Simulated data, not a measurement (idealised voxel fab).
Process module heading - voxel quadruple lines
Cross-section cut: width 175 nm, square cells of 5 nm.
Throughout this document, each cross-section is represented as a grid of square cells and is presented as a sequence of bands enumerated from the top downward, where a band comprises one or more rows of cells.
It is stipulated that each band's entry specify, in nanometres, the height of the top of the band and then that of its bottom, followed by the materials of the band in left-to-right sequence, each together with its width in nanometres. A single material marked by the word "all across" is understood to fill the band from edge to edge; the word "empty" is understood to denote empty space.
Zero point of the height axis is 0; under it, received wafer = one material. Lowest band: continues down indefinitely, "0 -> down".
Width spec "30->40" -> top row of cells at first value, bottom row at second value, equal per-row change in between.
"no modification", as given for a step, is the statement that not any cell of the cross-section underwent a change during that step.
Basically, "Enclosed voids" tells you about the enclosed voids: empty spaces with no open way to the top, 8 cells or bigger, each written width x height at distance, where distance is from the left edge, all in nm.
On each step's line, the part that comes after the settings is the simulator's own comment on the step.
The line of a step may include "overlay nm". On a step with a mask, this value is how far to the right of its planned place the mask lay. A negative value means the mask lay to the left.
# List of planned process steps
| 1 | RECEIVE [material Si] |
| 2 | CONFORMAL_DEP [material SiO2] [thk nm 5] |
| 3 | DIRECTIONAL_DEP [material TiN] [thk nm 15] |
| 4 | DIRECTIONAL_DEP [material polySi] [thk nm 15] |
| 5 | DIRECTIONAL_DEP [material aC] [thk nm 20] |
| 6 | PATTERN [tone cover] [mask id MANDREL] [material resist] [width nm 35] [thk nm 30] [overlay nm 0] |
| 7 | DIRECTIONAL_ETCH [etch materials aC] [depth nm 20] |
| 8 | STRIP [etch materials resist] |
| 9 | CONFORMAL_DEP [material SiO2] [thk nm 15] |
| 10 | DIRECTIONAL_ETCH [etch materials SiO2] [depth nm 15] |
| 11 | STRIP [etch materials aC] |
| 12 | DIRECTIONAL_ETCH [etch materials polySi] [depth nm 15] |
| 13 | STRIP [etch materials SiO2] |
| 14 | CONFORMAL_DEP [material SiCN] [thk nm 10] |
| 15 | DIRECTIONAL_ETCH [etch materials SiCN] [depth nm 10] |
| 16 | STRIP [etch materials polySi] |
| 17 | DIRECTIONAL_ETCH [etch materials TiN] [depth nm 15] |
| 18 | STRIP [etch materials SiCN] |
| 19 | FILL_DEP [material SiO2] [thk nm 5] |
| 20 | CMP [height nm 20] |
# Cross-sectional view of the wafer in its as-received condition, corresponding to the state after step 1
* 0 -> down  Si all across
* Enclosed voids: none
# Post-module cross-section of the first of two wafers (run per plan)
* 20 -> 5  SiO2 (45), TiN (10), SiO2 (15), TiN (10), SiO2 (15), TiN (10), SiO2 (15), TiN (10), SiO2 (45)
* 5 -> 0  SiO2 all across
* 0 -> down  Si all across
* Enclosed voids: none
# Here is the second of the two wafers cut open at the end of the module - same start, same plan as the first one, but we made one mistake running it
* 10 -> 5  SiO2 (45), TiN (10), SiO2 (15), TiN (10), SiO2 (15), TiN (10), SiO2 (15), TiN (10), SiO2 (45)
* 5 -> 0  SiO2 all across
* 0 -> down  Si all across
* Enclosed voids: none
Here's what went sideways: in deviation from the planned setting, step 20 was conducted as CMP [height nm 10]
Bottom line after processing is that, in cells, the second wafer is up or down on some materials versus the first: 54 fewer of SiO2, 16 fewer of TiN
